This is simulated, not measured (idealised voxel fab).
You're looking at the process module voxel capacitor over wiring.
Cross-section cut: width 190 nm, square cells of 5 nm.
Just so we're on the same page, the cross-sections are grids of square cells, and they're listed out in bands top to bottom, each band one or more rows deep. Look at the band entry: it leads with the top's height and the bottom's height in nm. Then it lists the materials left to right, with a width in nm for each. The word "all across" on a single material says that material fills the band edge to edge. The word "blank" is empty space. Height is counted from the level 0, under which the received wafer is composed throughout of one material. The lowest of the bands is not closed at the bottom but continues downward, in the notation "0 nm and below". It should be noted that a width expressed as "30->40" varies in equal increments from row to row of cells within the band, taking the value of the first number at the top row and that of the second number at the bottom row. Where the words "remained the same" appear for a step, the cross-section shows no cell changed by that step; every cell remained as before. Each empty space that has no open way to the top and spans at least 8 cells appears under "Enclosed cavities" as width x height at distance, the distance counted from the left edge, all in nm. What comes after the settings on a step's line is commentary from the simulator itself on that step. overlay nm: on a step with a mask, how far right of its planned place the mask lay; negative means left.
Planned process steps:
1: op RECEIVE | material Si
2: op CONFORMAL_DEP | material SiO2 | thk nm 10
3: op DIRECTIONAL_DEP | material TiN | thk nm 5
4: op DIRECTIONAL_DEP | material W | thk nm 25
5: op DIRECTIONAL_DEP | material aC | thk nm 10
6: op PATTERN | tone cover | mask id METAL_1 | material resist | width nm 20 | pitch nm 75 | thk nm 30 | overlay nm 0
7: op DIRECTIONAL_ETCH | etch materials aC | depth nm 10
8: op STRIP | etch materials resist
9: op DIRECTIONAL_ETCH | etch materials W | depth nm 25
10: op DIRECTIONAL_ETCH | etch materials TiN | depth nm 5
11: op STRIP | etch materials aC
12: op FILL_DEP | material lowk | thk nm 10
13: op CMP | height nm 40
14: op CONFORMAL_DEP | material SiCN | thk nm 5
15: op DIRECTIONAL_DEP | material lowk | thk nm 15
16: op MASKED_ETCH | tone open | mask id PLUG_1 | width nm 15 | etch materials lowk | depth nm 15 | overlay nm 0
17: op MASKED_ETCH | tone open | mask id PLUG_1 | width nm 15 | etch materials SiCN | depth nm 5 | overlay nm 0
18: op CONFORMAL_DEP | material TiN | thk nm 5
19: op FILL_DEP | material Cu | thk nm 5
20: op CMP | height nm 60
21: op DIRECTIONAL_DEP | material TiN | thk nm 10
22: op DIRECTIONAL_DEP | material SiN | thk nm 5
23: op DIRECTIONAL_DEP | material TiN | thk nm 10
24: op PATTERN | tone cover | mask id UPPER_PLATE | material resist | width nm 60 | thk nm 15 | overlay nm 0
25: op DIRECTIONAL_ETCH | etch materials TiN | depth nm 10
26: op DIRECTIONAL_ETCH | etch materials SiN | depth nm 5
27: op STRIP | etch materials resist
28: op PATTERN | tone cover | mask id LOWER_PLATE | material resist | width nm 70 | thk nm 15 | overlay nm 0
29: op DIRECTIONAL_ETCH | etch materials TiN | depth nm 10
30: op STRIP | etch materials resist
31: op FILL_DEP | material SiO2 | thk nm 20
32: op CMP | height nm 100
33: op MASKED_ETCH | tone open | mask id PLUG_2 | width nm 15 | etch materials SiO2 | depth nm 15 | overlay nm 0
34: op CONFORMAL_DEP | material TiN | thk nm 5
35: op FILL_DEP | material Cu | thk nm 10
36: op CMP | height nm 100
37: op CONFORMAL_DEP | material SiCN | thk nm 5
First wafer, two in total, run as planned:
Wafer at receipt (post step 1), cross-section:
0 nm and below | Si all across
Enclosed cavities: none
Upon completion of step 2, the wafer appears in cross-section as shown:
10 nm to 0 nm | SiO2 all across
No changes below 0.
Upon completion of step 3, the wafer appears in cross-section as shown:
15 nm to 10 nm | TiN all across
No changes below 10.
Upon completion of step 4, the wafer appears in cross-section as shown:
40 nm to 15 nm | W all across
No changes below 15.
Upon completion of step 5, the wafer appears in cross-section as shown:
50 nm to 40 nm | aC all across
No changes below 40.
Upon completion of step 6, the wafer appears in cross-section as shown:
80 nm to 50 nm | 45 of blank; 20 of resist; 55 of blank; 20 of resist; 50 of blank
No changes below 50.
Upon completion of step 7, the wafer appears in cross-section as shown:
70 nm to 50 nm | 45 of blank; 20 of resist; 55 of blank; 20 of resist; 50 of blank
50 nm to 40 nm | 45 of blank; 20 of aC; 55 of blank; 20 of aC; 50 of blank
No changes below 40.
Upon completion of step 8, the wafer appears in cross-section as shown:
50 nm to 40 nm | 45 of blank; 20 of aC; 55 of blank; 20 of aC; 50 of blank
No changes below 40.
Upon completion of step 9, the wafer appears in cross-section as shown:
50 nm to 40 nm | 45 of blank; 20 of aC; 55 of blank; 20 of aC; 50 of blank
40 nm to 15 nm | 45 of blank; 20 of W; 55 of blank; 20 of W; 50 of blank
No changes below 15.
Upon completion of step 10, the wafer appears in cross-section as shown:
50 nm to 40 nm | 45 of blank; 20 of aC; 55 of blank; 20 of aC; 50 of blank
40 nm to 15 nm | 45 of blank; 20 of W; 55 of blank; 20 of W; 50 of blank
15 nm to 10 nm | 45 of blank; 20 of TiN; 55 of blank; 20 of TiN; 50 of blank
No changes below 10.
Upon completion of step 11, the wafer appears in cross-section as shown:
40 nm to 15 nm | 45 of blank; 20 of W; 55 of blank; 20 of W; 50 of blank
No changes below 15.
Upon completion of step 12, the wafer appears in cross-section as shown:
50 nm to 40 nm | lowk all across
40 nm to 15 nm | 45 of lowk; 20 of W; 55 of lowk; 20 of W; 50 of lowk
15 nm to 10 nm | 45 of lowk; 20 of TiN; 55 of lowk; 20 of TiN; 50 of lowk
No changes below 10.
Upon completion of step 13, the wafer appears in cross-section as shown:
40 nm to 15 nm | 45 of lowk; 20 of W; 55 of lowk; 20 of W; 50 of lowk
No changes below 15.
Upon completion of step 14, the wafer appears in cross-section as shown:
45 nm to 40 nm | SiCN all across
No changes below 40.
Upon completion of step 15, the wafer appears in cross-section as shown:
60 nm to 45 nm | lowk all across
No changes below 45.
Upon completion of step 16, the wafer appears in cross-section as shown:
60 nm to 45 nm | 50 of lowk; 15 of blank; 125 of lowk
No changes below 45.
Upon completion of step 17, the wafer appears in cross-section as shown:
60 nm to 45 nm | 50 of lowk; 15 of blank; 125 of lowk
45 nm to 40 nm | 50 of SiCN; 15 of blank; 125 of SiCN
No changes below 40.
Upon completion of step 18, the wafer appears in cross-section as shown:
65 nm to 60 nm | 55 of TiN; 5 of blank; 130 of TiN
60 nm to 45 nm | 50 of lowk; 5 of TiN; 5 of blank; 5 of TiN; 125 of lowk
45 nm to 40 nm | 50 of SiCN; 15 of TiN; 125 of SiCN
No changes below 40.
Upon completion of step 19, the wafer appears in cross-section as shown:
70 nm to 65 nm | Cu all across
65 nm to 60 nm | 55 of TiN; 5 of Cu; 130 of TiN
60 nm to 45 nm | 50 of lowk; 5 of TiN; 5 of Cu; 5 of TiN; 125 of lowk
No changes below 45.
Upon completion of step 20, the wafer appears in cross-section as shown:
60 nm to 45 nm | 50 of lowk; 5 of TiN; 5 of Cu; 5 of TiN; 125 of lowk
No changes below 45.
Upon completion of step 21, the wafer appears in cross-section as shown:
70 nm to 60 nm | TiN all across
No changes below 60.
Upon completion of step 22, the wafer appears in cross-section as shown:
75 nm to 70 nm | SiN all across
No changes below 70.
Upon completion of step 23, the wafer appears in cross-section as shown:
85 nm to 75 nm | TiN all across
No changes below 75.
Upon completion of step 24, the wafer appears in cross-section as shown:
100 nm to 85 nm | 50 of blank; 60 of resist; 80 of blank
No changes below 85.
Upon completion of step 25, the wafer appears in cross-section as shown:
100 nm to 85 nm | 50 of blank; 60 of resist; 80 of blank
85 nm to 75 nm | 50 of blank; 60 of TiN; 80 of blank
No changes below 75.
Upon completion of step 26, the wafer appears in cross-section as shown:
100 nm to 85 nm | 50 of blank; 60 of resist; 80 of blank
85 nm to 75 nm | 50 of blank; 60 of TiN; 80 of blank
75 nm to 70 nm | 50 of blank; 60 of SiN; 80 of blank
No changes below 70.
Upon completion of step 27, the wafer appears in cross-section as shown:
85 nm to 75 nm | 50 of blank; 60 of TiN; 80 of blank
No changes below 75.
Upon completion of step 28, the wafer appears in cross-section as shown:
100 nm to 85 nm | 45 of blank; 70 of resist; 75 of blank
85 nm to 75 nm | 45 of blank; 5 of resist; 60 of TiN; 5 of resist; 75 of blank
75 nm to 70 nm | 45 of blank; 5 of resist; 60 of SiN; 5 of resist; 75 of blank
No changes below 70.
Upon completion of step 29, the wafer appears in cross-section as shown:
100 nm to 85 nm | 45 of blank; 70 of resist; 75 of blank
85 nm to 75 nm | 45 of blank; 5 of resist; 60 of TiN; 5 of resist; 75 of blank
75 nm to 70 nm | 45 of blank; 5 of resist; 60 of SiN; 5 of resist; 75 of blank
70 nm to 60 nm | 45 of blank; 70 of TiN; 75 of blank
No changes below 60.
Upon completion of step 30, the wafer appears in cross-section as shown:
85 nm to 75 nm | 50 of blank; 60 of TiN; 80 of blank
75 nm to 70 nm | 50 of blank; 60 of SiN; 80 of blank
No changes below 70.
Upon completion of step 31, the wafer appears in cross-section as shown:
105 nm to 85 nm | SiO2 all across
85 nm to 75 nm | 50 of SiO2; 60 of TiN; 80 of SiO2
75 nm to 70 nm | 50 of SiO2; 60 of SiN; 80 of SiO2
70 nm to 60 nm | 45 of SiO2; 70 of TiN; 75 of SiO2
No changes below 60.
Upon completion of step 32, the wafer appears in cross-section as shown:
100 nm to 85 nm | SiO2 all across
No changes below 85.
Upon completion of step 33, the wafer appears in cross-section as shown:
100 nm to 85 nm | 60 of SiO2; 15 of blank; 115 of SiO2
No changes below 85.
Upon completion of step 34, the wafer appears in cross-section as shown:
105 nm to 100 nm | 65 of TiN; 5 of blank; 120 of TiN
100 nm to 90 nm | 60 of SiO2; 5 of TiN; 5 of blank; 5 of TiN; 115 of SiO2
90 nm to 85 nm | 60 of SiO2; 15 of TiN; 115 of SiO2
No changes below 85.
Upon completion of step 35, the wafer appears in cross-section as shown:
115 nm to 105 nm | Cu all across
105 nm to 100 nm | 65 of TiN; 5 of Cu; 120 of TiN
100 nm to 90 nm | 60 of SiO2; 5 of TiN; 5 of Cu; 5 of TiN; 115 of SiO2
No changes below 90.
Upon completion of step 36, the wafer appears in cross-section as shown:
100 nm to 90 nm | 60 of SiO2; 5 of TiN; 5 of Cu; 5 of TiN; 115 of SiO2
No changes below 90.
Upon completion of step 37, the wafer appears in cross-section as shown:
105 nm to 100 nm | SiCN all across
No changes below 100.
Wafer two. Same start, same plan, one slip in execution. Same as wafer one through step 29, inclusive:
Second wafer profile in section, at the moment step 30 of the plan was meant to be complete:
85 nm to 75 nm | 50 of blank; 60 of TiN; 80 of blank
75 nm to 70 nm | 50 of blank; 60 of SiN; 80 of blank
No changes below 70.
Second wafer profile in section, at the moment step 31 of the plan was meant to be complete:
105 nm to 85 nm | SiO2 all across
85 nm to 75 nm | 50 of SiO2; 60 of TiN; 80 of SiO2
75 nm to 70 nm | 50 of SiO2; 60 of SiN; 80 of SiO2
70 nm to 60 nm | 45 of SiO2; 70 of TiN; 75 of SiO2
No changes below 60.
Second wafer profile in section, at the moment step 32 of the plan was meant to be complete:
100 nm to 85 nm | SiO2 all across
No changes below 85.
Second wafer profile in section, at the moment step 33 of the plan was meant to be complete:
100 nm to 85 nm | 60 of SiO2; 15 of blank; 115 of SiO2
No changes below 85.
Second wafer profile in section, at the moment step 34 of the plan was meant to be complete:
105 nm to 100 nm | 65 of TiN; 5 of blank; 120 of TiN
100 nm to 90 nm | 60 of SiO2; 5 of TiN; 5 of blank; 5 of TiN; 115 of SiO2
90 nm to 85 nm | 60 of SiO2; 15 of TiN; 115 of SiO2
No changes below 85.
Second wafer profile in section, at the moment step 35 of the plan was meant to be complete:
115 nm to 105 nm | Cu all across
105 nm to 100 nm | 65 of TiN; 5 of Cu; 120 of TiN
100 nm to 90 nm | 60 of SiO2; 5 of TiN; 5 of Cu; 5 of TiN; 115 of SiO2
No changes below 90.
Second wafer profile in section, at the moment step 36 of the plan was meant to be complete:
100 nm to 90 nm | 60 of SiO2; 5 of TiN; 5 of Cu; 5 of TiN; 115 of SiO2
No changes below 90.
Second wafer profile in section, at the moment step 37 of the plan was meant to be complete:
105 nm to 100 nm | SiCN all across
No changes below 100.
The plan and the run diverged here: step 30 of the plan was executed twice over
The mistake has no effect on what this model computes, because the two wafers end with the same cross-section.
